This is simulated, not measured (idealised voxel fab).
The document below concerns the process module designated voxel air gaps.
The width of the displayed cross-section, cut, is 150 nm; its cells are square, with a size of 5 nm.
How to read a cross-section here: the picture is a grid of square cells, written as bands going from the top down, and any band can span one or more rows of cells.
It is stipulated that each band's entry specify, in nanometres, the height of the top of the band and then that of its bottom, followed by the materials of the band in left-to-right sequence, each together with its width in nanometres. A single material marked by the word "full width" is understood to fill the band from edge to edge; the word "air" is understood to denote empty space.
Heights from 0 (as-received wafer is one material below). Bottom band endless downward, as "0 -> down".
A two-number width, for instance "30 to 40", indicates that the width is equal to the first number in the top row of the band and to the second number in the bottom row, and that it changes by a constant amount per row of cells.
What does "no modification" mean for a step? It means no cell of the cross-section changed in that step.
"Enclosed void catalog" enumerates empty spaces isolated from the top, with no open way to it, that contain at least 8 cells, giving each as width x height at distance from the left edge, all three in nm.
On each step's line, the part that comes after the settings is the simulator's own comment on the step.
overlay nm: step with mask; distance mask lay right of planned place; negative value = left of planned place.
List of planned process steps
1,RECEIVE | material Si
2,CONFORMAL_DEP | material SiO2 | thk nm 15
3,CONFORMAL_DEP | material SiN | thk nm 5
4,DIRECTIONAL_DEP | material SiO2 | thk nm 35
5,MASKED_ETCH | tone open | mask id LINES | width nm 20 | pitch nm 45 | etch materials SiO2 | depth nm 35 | overlay nm 0
6,CONFORMAL_DEP | material TiN | thk nm 5
7,FILL_DEP | material Ru | thk nm 5
8,CMP | height nm 55
9,EPI | material Ru | thk nm 10
10,SELECTIVE_ETCH | etch materials SiO2 | depth nm 45
11,CONFORMAL_DEP | material SiN | thk nm 5
As-received state of the wafer in cross-section, equivalent to post-step 1
- 0 -> down: Si full width
- Enclosed void catalog: none
Wafer cross-section at module end: first of two, run to plan
- 70 -> 65: air 5; SiN 140; air 5
- 65 -> 55: air 5; SiN 5; Ru 40; SiN 5; Ru 40; SiN 5; Ru 40; SiN 5; air 5
- 55 -> 50: air 5; SiN 15; TiN 5; Ru 10; TiN 5; SiN 25; TiN 5; Ru 10; TiN 5; SiN 25; TiN 5; Ru 10; TiN 5; SiN 15; air 5
- 50 -> 25: air 15; SiN 5; TiN 5; Ru 10; TiN 5; SiN 5; air 15; SiN 5; TiN 5; Ru 10; TiN 5; SiN 5; air 15; SiN 5; TiN 5; Ru 10; TiN 5; SiN 5; air 15
- 25 -> 20: SiN 20; TiN 20; SiN 25; TiN 20; SiN 25; TiN 20; SiN 20
- 20 -> 15: SiN full width
- 15 -> 0: SiO2 full width
- 0 -> down: Si full width
- Enclosed void catalog: 15 x 25 at 45; 15 x 25 at 90
Cross-sectional image of the second wafer of the two following completion of the module. Starting state and process plan were the same as for the first wafer; one execution error occurred
- 75 -> 70: SiN full width
- 70 -> 60: Ru full width
- 60 -> 55: TiN 25; Ru 10; TiN 35; Ru 10; TiN 35; Ru 10; TiN 25
- 55 -> 25: SiO2 20; TiN 5; Ru 10; TiN 5; SiO2 25; TiN 5; Ru 10; TiN 5; SiO2 25; TiN 5; Ru 10; TiN 5; SiO2 20
- 25 -> 20: SiO2 20; TiN 20; SiO2 25; TiN 20; SiO2 25; TiN 20; SiO2 20
- 20 -> 15: SiN full width
- 15 -> 0: SiO2 full width
- 0 -> down: Si full width
- Enclosed void catalog: none
What broke from the plan during processing? step 8 deviated from plan and actually ran as CMP | height nm 60
at the end the second wafer has, in cells: Ru: 18 more | SiN: 70 fewer | SiO2: 126 more | TiN: 24 more
The closed voids present at the end amount to 2 for the first wafer and 0 for the second wafer.
